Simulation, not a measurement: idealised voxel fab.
The name of this process module is voxel trench capacitor.
Displayed cross-section: cut, width of 285 nm, square cells sized 5 nm.
How to read a cross-section here: the picture is a grid of square cells, written as bands going from the top down, and any band can span one or more rows of cells. Heads up on the band format: heights come first, top then bottom, in nm. After that it's the materials left to right, each with its width in nm. A single material flagged "full width" fills the whole band edge to edge, and "air" means there's empty space there. Heads up on the height convention: 0 is the point under which the incoming wafer is all one material, and the lowest band has no bottom, it just keeps going down, like "top 0, no bottom". The width entry "30 to 40" should be interpreted row by row: the top row of cells in the band takes the first number, the bottom row takes the second number, and the change between adjacent rows is uniform throughout. When a step is marked "same as before", none of the cells in the cross-section changed during that step. "Enclosed void listing": sealed empty spaces, 8 cells or more, no open way to top, listed width x height at distance, with distance from the left edge and width, height and distance in nm. Formally, on a step line, whatever follows the settings is a remark that the simulator itself makes on the step. overlay nm: where the mask lay relative to plan, measured to the right, on steps with a mask; negatives go left.
The process steps that were planned are listed below:
1 RECEIVE with material Si
2 CONFORMAL_DEP with material SiN, thk nm 5
3 MASKED_ETCH with tone open, mask id TRENCH, width nm 20, pitch nm 45, etch materials SiN, depth nm 5, overlay nm 0
4 MASKED_ETCH with tone open, mask id TRENCH, width nm 20, pitch nm 45, etch materials Si, depth nm 25, overlay nm -15
5 CONFORMAL_DEP with material SiO2, thk nm 5
6 FILL_DEP with material polySi, thk nm 5
7 CMP with height nm 5
Wafers differ in overlay nm at step 4; plan lists the first wafer's value; identical starting state.
Received wafers, first of several: cross-section after step 1:
  top 0, no bottom  Si full width
  Enclosed void listing: none
Last step of the module is step 7; after it, the first of several wafers in cross-section:
  top 5, bottom 0  SiN (85); SiO2 (20); SiN (25); SiO2 (20); SiN (25); SiO2 (20); SiN (90)
  top 0, bottom -25  Si (85); SiO2 (5); Si (40); SiO2 (5); Si (40); SiO2 (5); Si (105)
  top -25, no bottom  Si full width
  Enclosed void listing: none
Cross-section at module completion, last wafer:
  top 5, bottom 0  SiN (85); SiO2 (20); SiN (25); SiO2 (20); SiN (25); SiO2 (20); SiN (90)
  top 0, bottom -25  Si (100); SiO2 (5); Si (40); SiO2 (5); Si (40); SiO2 (5); Si (90)
  top -25, no bottom  Si full width
  Enclosed void listing: none
Per-wafer rows below. For each material: cells gained (+) or lost (-) since the wafer was received, as of end of module. Then: closed voids:
overlay nm -15 | -15 Si | +45 SiN | +27 SiO2 | Enclosed void listing: none
overlay nm -10 | -30 Si | +45 SiN | +42 SiO2 | Enclosed void listing: none
overlay nm -5 | -45 Si | +45 SiN | +42 SiO2 | +15 polySi | Enclosed void listing: none
overlay nm 0 | -60 Si | +45 SiN | +42 SiO2 | +30 polySi | Enclosed void listing: none
overlay nm 5 | -45 Si | +45 SiN | +42 SiO2 | +15 polySi | Enclosed void listing: none
overlay nm 10 | -30 Si | +45 SiN | +42 SiO2 | Enclosed void listing: none
overlay nm 15 | -15 Si | +45 SiN | +27 SiO2 | Enclosed void listing: none
